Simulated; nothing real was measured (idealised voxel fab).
Name of the process module below: voxel capacitor over wiring
We display cut, a cross-section 150 nm in width whose square cells are each 5 nm.
If you're reading a cross-section in this doc, picture square cells in a grid; it comes to you as bands, top ones listed first down to the bottom, and a band can be one or more rows of cells.
Basically the band line says how high the top is and how high the bottom is, in nm, and then what's in it from left to right, every material with its width in nm. Empty space shows up as "air", and if a single material carries "full width" it runs the full band edge to edge.
Basically, 0 is our baseline, since under it the wafer straight out of the box is all one material. The bottom band has no lower end and keeps on going down, so it looks like "top 0, no bottom".
The notation "30 to 40" denotes a width that varies across the rows of cells in the band, beginning at the first number in the top row, finishing at the second number in the bottom row, and changing by an identical amount from each row to the next.
"all unchanged", as given for a step, is the statement that not any cell of the cross-section underwent a change during that step.
Enclosed voids (no open way to top), threshold 8 cells or more, entry "Catalogued sealed voids", notation width x height at distance, distance from left edge, nm.
Note: text after step settings on the step line = simulator remark on that step.
"overlay nm" on a masked step: distance the mask lay right of its planned place, negative for left.
List of planned process steps:
step 1: op RECEIVE | material Si
step 2: op CONFORMAL_DEP | material SiO2 | thk nm 15
step 3: op CONFORMAL_DEP | material SiN | thk nm 5
step 4: op DIRECTIONAL_DEP | material lowk | thk nm 20
step 5: op PATTERN | tone open | mask id METAL_1 | material resist | width nm 25 | pitch nm 90 | thk nm 20 | overlay nm 0
step 6: op DIRECTIONAL_ETCH | etch materials lowk | depth nm 20
step 7: op DIRECTIONAL_ETCH | etch materials SiN | depth nm 5
step 8: op STRIP | etch materials resist
step 9: op CONFORMAL_DEP | material TiN | thk nm 5
step 10: op FILL_DEP | material W | thk nm 5
step 11: op CMP | height nm 40
step 12: op CONFORMAL_DEP | material SiCN | thk nm 5
step 13: op DIRECTIONAL_DEP | material lowk | thk nm 20
step 14: op DIRECTIONAL_DEP | material aC | thk nm 15
step 15: op PATTERN | tone open | mask id PLUG_1 | material resist | width nm 15 | thk nm 35 | overlay nm 0
step 16: op DIRECTIONAL_ETCH | etch materials aC | depth nm 15
step 17: op STRIP | etch materials resist
step 18: op DIRECTIONAL_ETCH | etch materials lowk | depth nm 20
step 19: op DIRECTIONAL_ETCH | etch materials SiCN | depth nm 5
step 20: op STRIP | etch materials aC
step 21: op EPI | material Ru | thk nm 10
step 22: op EPI | material Ru | thk nm 10
step 23: op EPI | material Ru | thk nm 5
step 24: op DIRECTIONAL_DEP | material TiN | thk nm 10
step 25: op DIRECTIONAL_DEP | material Al2O3 | thk nm 5
step 26: op DIRECTIONAL_DEP | material TiN | thk nm 5
step 27: op PATTERN | tone cover | mask id UPPER_PLATE | material resist | width nm 70 | thk nm 20 | overlay nm 0
step 28: op DIRECTIONAL_ETCH | etch materials TiN | depth nm 5
step 29: op DIRECTIONAL_ETCH | etch materials Al2O3 | depth nm 5
step 30: op STRIP | etch materials resist
step 31: op DIRECTIONAL_DEP | material aC | thk nm 10
step 32: op PATTERN | tone cover | mask id LOWER_PLATE | material resist | width nm 80 | thk nm 25 | overlay nm 0
step 33: op DIRECTIONAL_ETCH | etch materials aC | depth nm 10
step 34: op STRIP | etch materials resist
step 35: op DIRECTIONAL_ETCH | etch materials TiN | depth nm 10
step 36: op STRIP | etch materials aC
step 37: op FILL_DEP | material SiO2 | thk nm 20
step 38: op CMP | height nm 100
step 39: op DIRECTIONAL_DEP | material aC | thk nm 15
step 40: op PATTERN | tone open | mask id PLUG_2 | material resist | width nm 15 | thk nm 30 | overlay nm 0
step 41: op DIRECTIONAL_ETCH | etch materials aC | depth nm 15
step 42: op STRIP | etch materials resist
step 43: op DIRECTIONAL_ETCH | etch materials SiO2 | depth nm 15
step 44: op STRIP | etch materials aC
step 45: op CONFORMAL_DEP | material TiN | thk nm 5
step 46: op FILL_DEP | material Cu | thk nm 10
step 47: op CMP | height nm 100
step 48: op CONFORMAL_DEP | material SiCN | thk nm 5
Delivered wafer in cross-section: state after step 1:
- top 0, no bottom: Si full width
- Catalogued sealed voids: none
Cross-sectional result after module completion. Note: starting condition and plan are unchanged from above; one processing mistake was made:
- top 105, bottom 100: SiCN full width
- top 100, bottom 90: SiO2 30 nm; TiN 5 nm; Cu 5 nm; TiN 5 nm; SiO2 105 nm
- top 90, bottom 80: SiO2 30 to 25 nm; TiN 15 to 70 nm; SiO2 105 to 55 nm
- top 80, bottom 75: SiO2 25 nm; Al2O3 70 nm; SiO2 55 nm
- top 75, bottom 65: SiO2 20 nm; TiN 80 nm; SiO2 50 nm
- top 65, bottom 45: lowk 25 nm; Ru 15 nm; lowk 110 nm
- top 45, bottom 40: SiCN 25 nm; Ru 15 nm; SiCN 110 nm
- top 40, bottom 20: lowk 15 nm; TiN 5 nm; W 15 nm; TiN 5 nm; lowk 65 nm; TiN 5 nm; W 15 nm; TiN 5 nm; lowk 20 nm
- top 20, bottom 15: SiN 15 nm; TiN 25 nm; SiN 65 nm; TiN 25 nm; SiN 20 nm
- top 15, bottom 0: SiO2 full width
- top 0, no bottom: Si full width
- Catalogued sealed voids: none
Deviation from plan: the process deviated at step 40: the operation and settings actually run there were op PATTERN | tone open | mask id PLUG_2 | material resist | width nm 15 | thk nm 30 | overlay nm -5
